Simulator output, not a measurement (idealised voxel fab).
Process module under the name voxel capacitor over wiring
Square cells of 5 nm make up the cross-section cut, whose width is 165 nm.
For the purposes of this document, a cross-section shall be understood as a grid of square cells, specified as bands listed in top-to-bottom order, each band consisting of one or more rows of cells.
Quick guide to a band line: top height, bottom height (nm) up front; then every material left to right with its width in nm. Only one material and it's marked "edge to edge"? Then it fills the band edge to edge. And "empty" just means empty space.
Zero point of the height axis is 0; under it, received wafer = one material. Lowest band: continues down indefinitely, "from 0 down".
Think of "30 to 40" as a width that walks from the first number to the second as you go down the band, top row to bottom row, taking equal-sized steps from row to row.
What does "same as before" mean for a step? It means no cell of the cross-section changed in that step.
Listed in "Enclosed internal voids": every empty space of 8 or more cells without an open way to the top. Form: width x height at distance, the distance being from the left edge, all in nm.
after a step's settings: what the simulator itself notes on the step
overlay nm, on a step with a mask: how far to the right of its planned place the mask lay; to the left if negative
plan:
1 RECEIVE | material Si
2 CONFORMAL_DEP | material SiO2 | thk nm 15
3 CONFORMAL_DEP | material SiN | thk nm 5
4 DIRECTIONAL_DEP | material lowk | thk nm 20
5 PATTERN | tone open | mask id METAL_1 | material resist | width nm 25 | pitch nm 90 | thk nm 15 | overlay nm 0
6 DIRECTIONAL_ETCH | etch materials lowk | depth nm 20
7 DIRECTIONAL_ETCH | etch materials SiN | depth nm 5
8 STRIP | etch materials resist
9 CONFORMAL_DEP | material TiN | thk nm 5
10 FILL_DEP | material W | thk nm 10
11 CMP | height nm 40
12 CONFORMAL_DEP | material SiCN | thk nm 5
13 DIRECTIONAL_DEP | material SiO2 | thk nm 15
14 MASKED_ETCH | tone open | mask id PLUG_1 | width nm 15 | etch materials SiO2 | depth nm 15 | overlay nm 0
15 MASKED_ETCH | tone open | mask id PLUG_1 | width nm 15 | etch materials SiCN | depth nm 5 | overlay nm 0
16 EPI | material Ru | thk nm 10
17 EPI | material Ru | thk nm 10
18 DIRECTIONAL_DEP | material TiN | thk nm 10
19 DIRECTIONAL_DEP | material SiN | thk nm 5
20 DIRECTIONAL_DEP | material TiN | thk nm 10
21 PATTERN | tone cover | mask id UPPER_PLATE | material resist | width nm 70 | thk nm 20 | overlay nm 0
22 DIRECTIONAL_ETCH | etch materials TiN | depth nm 10
23 DIRECTIONAL_ETCH | etch materials SiN | depth nm 5
24 STRIP | etch materials resist
25 MASKED_ETCH | tone cover | mask id LOWER_PLATE | width nm 80 | etch materials TiN | depth nm 10 | overlay nm 0
26 FILL_DEP | material SiO2 | thk nm 20
27 CMP | height nm 100
28 DIRECTIONAL_DEP | material aC | thk nm 15
29 PATTERN | tone open | mask id PLUG_2 | material resist | width nm 15 | thk nm 35 | overlay nm 0
30 DIRECTIONAL_ETCH | etch materials aC | depth nm 15
31 STRIP | etch materials resist
32 DIRECTIONAL_ETCH | etch materials SiO2 | depth nm 15
33 STRIP | etch materials aC
34 CONFORMAL_DEP | material TiN | thk nm 5
35 FILL_DEP | material Ru | thk nm 10
36 CMP | height nm 100
37 CONFORMAL_DEP | material SiCN | thk nm 5
first wafer, as planned:
As received (post step 1): cross-section:
from 0 down = Si edge to edge
Enclosed internal voids: none
Take a look at the wafer's cross-section after step 2:
from 15 to 0 = SiO2 edge to edge
Note: structure below 0 unchanged.
Take a look at the wafer's cross-section after step 3:
from 20 to 15 = SiN edge to edge
Note: structure below 15 unchanged.
Take a look at the wafer's cross-section after step 4:
from 40 to 20 = lowk edge to edge
Note: structure below 20 unchanged.
Take a look at the wafer's cross-section after step 5:
from 55 to 40 = 25 resist; 25 empty; 65 resist; 25 empty; 25 resist
Note: structure below 40 unchanged.
Take a look at the wafer's cross-section after step 6:
from 55 to 40 = 25 resist; 25 empty; 65 resist; 25 empty; 25 resist
from 40 to 20 = 25 lowk; 25 empty; 65 lowk; 25 empty; 25 lowk
Note: structure below 20 unchanged.
Take a look at the wafer's cross-section after step 7:
from 55 to 40 = 25 resist; 25 empty; 65 resist; 25 empty; 25 resist
from 40 to 20 = 25 lowk; 25 empty; 65 lowk; 25 empty; 25 lowk
from 20 to 15 = 25 SiN; 25 empty; 65 SiN; 25 empty; 25 SiN
Note: structure below 15 unchanged.
Take a look at the wafer's cross-section after step 8:
from 40 to 20 = 25 lowk; 25 empty; 65 lowk; 25 empty; 25 lowk
Note: structure below 20 unchanged.
Take a look at the wafer's cross-section after step 9:
from 45 to 40 = 30 TiN; 15 empty; 75 TiN; 15 empty; 30 TiN
from 40 to 20 = 25 lowk; 5 TiN; 15 empty; 5 TiN; 65 lowk; 5 TiN; 15 empty; 5 TiN; 25 lowk
from 20 to 15 = 25 SiN; 25 TiN; 65 SiN; 25 TiN; 25 SiN
Note: structure below 15 unchanged.
Take a look at the wafer's cross-section after step 10:
from 55 to 45 = W edge to edge
from 45 to 40 = 30 TiN; 15 W; 75 TiN; 15 W; 30 TiN
from 40 to 20 = 25 lowk; 5 TiN; 15 W; 5 TiN; 65 lowk; 5 TiN; 15 W; 5 TiN; 25 lowk
Note: structure below 20 unchanged.
Take a look at the wafer's cross-section after step 11:
from 40 to 20 = 25 lowk; 5 TiN; 15 W; 5 TiN; 65 lowk; 5 TiN; 15 W; 5 TiN; 25 lowk
Note: structure below 20 unchanged.
Take a look at the wafer's cross-section after step 12:
from 45 to 40 = SiCN edge to edge
Note: structure below 40 unchanged.
Take a look at the wafer's cross-section after step 13:
from 60 to 45 = SiO2 edge to edge
Note: structure below 45 unchanged.
Take a look at the wafer's cross-section after step 14:
from 60 to 45 = 35 SiO2; 15 empty; 115 SiO2
Note: structure below 45 unchanged.
Take a look at the wafer's cross-section after step 15:
from 60 to 45 = 35 SiO2; 15 empty; 115 SiO2
from 45 to 40 = 35 SiCN; 15 empty; 115 SiCN
Note: structure below 40 unchanged.
Take a look at the wafer's cross-section after step 16:
from 60 to 50 = 35 SiO2; 15 empty; 115 SiO2
from 50 to 45 = 35 SiO2; 15 Ru; 115 SiO2
from 45 to 40 = 35 SiCN; 15 Ru; 115 SiCN
Note: structure below 40 unchanged.
Take a look at the wafer's cross-section after step 17:
from 60 to 45 = 35 SiO2; 15 Ru; 115 SiO2
Note: structure below 45 unchanged.
Take a look at the wafer's cross-section after step 18:
from 70 to 60 = TiN edge to edge
Note: structure below 60 unchanged.
Take a look at the wafer's cross-section after step 19:
from 75 to 70 = SiN edge to edge
Note: structure below 70 unchanged.
Take a look at the wafer's cross-section after step 20:
from 85 to 75 = TiN edge to edge
Note: structure below 75 unchanged.
Take a look at the wafer's cross-section after step 21:
from 105 to 85 = 35 empty; 70 resist; 60 empty
Note: structure below 85 unchanged.
Take a look at the wafer's cross-section after step 22:
from 105 to 85 = 35 empty; 70 resist; 60 empty
from 85 to 75 = 35 empty; 70 TiN; 60 empty
Note: structure below 75 unchanged.
Take a look at the wafer's cross-section after step 23:
from 105 to 85 = 35 empty; 70 resist; 60 empty
from 85 to 75 = 35 empty; 70 TiN; 60 empty
from 75 to 70 = 35 empty; 70 SiN; 60 empty
Note: structure below 70 unchanged.
Take a look at the wafer's cross-section after step 24:
from 85 to 75 = 35 empty; 70 TiN; 60 empty
Note: structure below 75 unchanged.
Take a look at the wafer's cross-section after step 25:
from 85 to 75 = 35 empty; 70 TiN; 60 empty
from 75 to 70 = 35 empty; 70 SiN; 60 empty
from 70 to 60 = 30 empty; 80 TiN; 55 empty
Note: structure below 60 unchanged.
Take a look at the wafer's cross-section after step 26:
from 105 to 85 = SiO2 edge to edge
from 85 to 75 = 35 SiO2; 70 TiN; 60 SiO2
from 75 to 70 = 35 SiO2; 70 SiN; 60 SiO2
from 70 to 60 = 30 SiO2; 80 TiN; 55 SiO2
Note: structure below 60 unchanged.
Take a look at the wafer's cross-section after step 27:
from 100 to 85 = SiO2 edge to edge
Note: structure below 85 unchanged.
Take a look at the wafer's cross-section after step 28:
from 115 to 100 = aC edge to edge
Note: structure below 100 unchanged.
Take a look at the wafer's cross-section after step 29:
from 150 to 115 = 45 resist; 15 empty; 105 resist
Note: structure below 115 unchanged.
Take a look at the wafer's cross-section after step 30:
from 135 to 115 = 45 resist; 15 empty; 105 resist
from 115 to 100 = 45 aC; 15 empty; 105 aC
Note: structure below 100 unchanged.
Take a look at the wafer's cross-section after step 31:
from 115 to 100 = 45 aC; 15 empty; 105 aC
Note: structure below 100 unchanged.
Take a look at the wafer's cross-section after step 32:
from 115 to 100 = 45 aC; 15 empty; 105 aC
from 100 to 85 = 45 SiO2; 15 empty; 105 SiO2
Note: structure below 85 unchanged.
Take a look at the wafer's cross-section after step 33:
from 100 to 85 = 45 SiO2; 15 empty; 105 SiO2
Note: structure below 85 unchanged.
Take a look at the wafer's cross-section after step 34:
from 105 to 100 = 50 TiN; 5 empty; 110 TiN
from 100 to 90 = 45 SiO2; 5 TiN; 5 empty; 5 TiN; 105 SiO2
from 90 to 85 = 45 SiO2; 15 TiN; 105 SiO2
Note: structure below 85 unchanged.
Take a look at the wafer's cross-section after step 35:
from 115 to 105 = Ru edge to edge
from 105 to 100 = 50 TiN; 5 Ru; 110 TiN
from 100 to 90 = 45 SiO2; 5 TiN; 5 Ru; 5 TiN; 105 SiO2
Note: structure below 90 unchanged.
Take a look at the wafer's cross-section after step 36:
from 100 to 90 = 45 SiO2; 5 TiN; 5 Ru; 5 TiN; 105 SiO2
Note: structure below 90 unchanged.
Take a look at the wafer's cross-section after step 37:
from 105 to 100 = SiCN edge to edge
Note: structure below 100 unchanged.
For the second wafer, take the first wafer's start and plan, then add one mistake made in running it; everything through step 18, that step included, is shared with the first:
Planned end of step 19: second wafer, cross-section: same as before
Planned end of step 20: second wafer, cross-section:
from 80 to 60 = TiN edge to edge
Note: structure below 60 unchanged.
Planned end of step 21: second wafer, cross-section:
from 100 to 80 = 35 empty; 70 resist; 60 empty
Note: structure below 80 unchanged.
Planned end of step 22: second wafer, cross-section:
from 100 to 80 = 35 empty; 70 resist; 60 empty
from 80 to 70 = 35 empty; 70 TiN; 60 empty
Note: structure below 70 unchanged.
Planned end of step 23: second wafer, cross-section: same as before
Planned end of step 24: second wafer, cross-section:
from 80 to 70 = 35 empty; 70 TiN; 60 empty
Note: structure below 70 unchanged.
Planned end of step 25: second wafer, cross-section:
from 80 to 70 = 35 empty; 70 TiN; 60 empty
from 70 to 60 = 30 empty; 80 TiN; 55 empty
Note: structure below 60 unchanged.
Planned end of step 26: second wafer, cross-section:
from 100 to 80 = SiO2 edge to edge
from 80 to 70 = 35 SiO2; 70 TiN; 60 SiO2
from 70 to 60 = 30 SiO2; 80 TiN; 55 SiO2
Note: structure below 60 unchanged.
Planned end of step 27: second wafer, cross-section: same as before
Planned end of step 28: second wafer, cross-section:
from 115 to 100 = aC edge to edge
Note: structure below 100 unchanged.
Planned end of step 29: second wafer, cross-section:
from 150 to 115 = 45 resist; 15 empty; 105 resist
Note: structure below 115 unchanged.
Planned end of step 30: second wafer, cross-section:
from 135 to 115 = 45 resist; 15 empty; 105 resist
from 115 to 100 = 45 aC; 15 empty; 105 aC
Note: structure below 100 unchanged.
Planned end of step 31: second wafer, cross-section:
from 115 to 100 = 45 aC; 15 empty; 105 aC
Note: structure below 100 unchanged.
Planned end of step 32: second wafer, cross-section:
from 115 to 100 = 45 aC; 15 empty; 105 aC
from 100 to 85 = 45 SiO2; 15 empty; 105 SiO2
Note: structure below 85 unchanged.
Planned end of step 33: second wafer, cross-section:
from 100 to 85 = 45 SiO2; 15 empty; 105 SiO2
Note: structure below 85 unchanged.
Planned end of step 34: second wafer, cross-section:
from 105 to 100 = 50 TiN; 5 empty; 110 TiN
from 100 to 90 = 45 SiO2; 5 TiN; 5 empty; 5 TiN; 105 SiO2
from 90 to 85 = 45 SiO2; 15 TiN; 105 SiO2
Note: structure below 85 unchanged.
Planned end of step 35: second wafer, cross-section:
from 115 to 105 = Ru edge to edge
from 105 to 100 = 50 TiN; 5 Ru; 110 TiN
from 100 to 90 = 45 SiO2; 5 TiN; 5 Ru; 5 TiN; 105 SiO2
Note: structure below 90 unchanged.
Planned end of step 36: second wafer, cross-section:
from 100 to 90 = 45 SiO2; 5 TiN; 5 Ru; 5 TiN; 105 SiO2
Note: structure below 90 unchanged.
Planned end of step 37: second wafer, cross-section:
from 105 to 100 = SiCN edge to edge
Note: structure below 100 unchanged.
Diagnosis: with respect to the plan, step 19 was omitted and not executed
Materials where the second wafer ends with more or fewer cells than the first: 14 fewer of SiN | 14 more of SiO2
